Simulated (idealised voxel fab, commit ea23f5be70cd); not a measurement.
You're looking at the process module voxel air gaps.
The cross-section shown here is cut; it is 165 nm wide and divided into square cells measuring 5 nm on a side.
Bands, listed from the top down, are how a cross-section gets written in this document; the cross-section itself is a grid of square cells, and a band is one or more rows of them.
Band: top height; bottom height; in nm. Then, left to right: material with width in nm, for each material. "edge to edge": a single material spanning edge to edge. "air": empty space.
Heights are reckoned from 0. Under this level, the received wafer is all of one material. The bottommost band is open-ended downward, for example "z 0 and below".
Read "30..40" as a graded width: first number on top, second number at the bottom, same change between each pair of neighbouring rows.
A step reported as "nothing changed" is a step in which no cell of the cross-section changed.
Under "Sealed void list" you'll find the enclosed gaps, the ones with no way out to the top, that are 8 cells or bigger; each reads width x height at distance, with distance counted from the left edge, everything in nm.
Read whatever lies past the settings on a step's line as the simulator's own remark about the step.
"overlay nm" on a masked step: distance the mask lay right of its planned place, negative for left.

The following list gives the planned process steps
1. RECEIVE, material Si
2. CONFORMAL_DEP, material SiO2, thk nm 10
3. CONFORMAL_DEP, material SiN, thk nm 5
4. DIRECTIONAL_DEP, material lowk, thk nm 35
5. PATTERN, tone open, mask id LINES, material resist, width nm 15, pitch nm 40, thk nm 15, overlay nm 0
6. DIRECTIONAL_ETCH, etch materials lowk, depth nm 35
7. STRIP, etch materials resist
8. CONFORMAL_DEP, material TiN, thk nm 5
9. FILL_DEP, material W, thk nm 5
10. CMP, height nm 50
11. EPI, material Ru, thk nm 10
12. SELECTIVE_ETCH, etch materials lowk, depth nm 45
13. CONFORMAL_DEP, material SiCN, thk nm 5

As-received wafer cross-section (after step 1)
    z 0 and below: Si edge to edge
    Sealed void list: none

Cross-section taken at module completion on the first of two wafers; processed per the plan
    z 65 to 60: 20 of air, 125 of SiCN, 20 of air
    z 60 to 50: 20 of air, 5 of SiCN, 35 of Ru, 5 of SiCN, 35 of Ru, 5 of SiCN, 35 of Ru, 5 of SiCN, 20 of air
    z 50 to 45: 20 of air, 15 of SiCN, 5 of TiN, 5 of W, 5 of TiN, 25 of SiCN, 5 of TiN, 5 of W, 5 of TiN, 25 of SiCN, 5 of TiN, 5 of W, 5 of TiN, 15 of SiCN, 20 of air
    z 45 to 20: 30 of air, 5 of SiCN, 5 of TiN, 5 of W, 5 of TiN, 5 of SiCN, 15 of air, 5 of SiCN, 5 of TiN, 5 of W, 5 of TiN, 5 of SiCN, 15 of air, 5 of SiCN, 5 of TiN, 5 of W, 5 of TiN, 5 of SiCN, 30 of air
    z 20 to 15: 35 of SiCN, 15 of TiN, 25 of SiCN, 15 of TiN, 25 of SiCN, 15 of TiN, 35 of SiCN
    z 15 to 10: SiN edge to edge
    z 10 to 0: SiO2 edge to edge
    z 0 and below: Si edge to edge
    Sealed void list: 15 x 25 at 55; 15 x 25 at 95

Here's the second of our two wafers sectioned at module end. Same start as the first, same plan, but one mistake got made running it
    z 60 to 55: 25 of air, 35 of SiCN, 5 of air, 35 of SiCN, 5 of air, 35 of SiCN, 25 of air
    z 55 to 50: 25 of air, 5 of SiCN, 25 of Ru, 5 of SiCN, 5 of air, 5 of SiCN, 25 of Ru, 5 of SiCN, 5 of air, 5 of SiCN, 25 of Ru, 5 of SiCN, 25 of air
    z 50 to 45: 25 of air, 10 of SiCN, 5 of TiN, 5 of W, 5 of TiN, 10 of SiCN, 5 of air, 10 of SiCN, 5 of TiN, 5 of W, 5 of TiN, 10 of SiCN, 5 of air, 10 of SiCN, 5 of TiN, 5 of W, 5 of TiN, 10 of SiCN, 25 of air
    z 45 to 20: 30 of air, 5 of SiCN, 5 of TiN, 5 of W, 5 of TiN, 5 of SiCN, 15 of air, 5 of SiCN, 5 of TiN, 5 of W, 5 of TiN, 5 of SiCN, 15 of air, 5 of SiCN, 5 of TiN, 5 of W, 5 of TiN, 5 of SiCN, 30 of air
    z 20 to 15: 35 of SiCN, 15 of TiN, 25 of SiCN, 15 of TiN, 25 of SiCN, 15 of TiN, 35 of SiCN
    z 15 to 10: SiN edge to edge
    z 10 to 0: SiO2 edge to edge
    z 0 and below: Si edge to edge
    Sealed void list: none
Short version of what went wrong: step 11 went in with a setting other than planned; the actual run was EPI, material Ru, thk nm 5
Final difference in cells, second wafer against first, listed per material as more or fewer: -27 Ru | -10 SiCN
First wafer closed voids (final) = 2; second wafer closed voids (final) = 0.
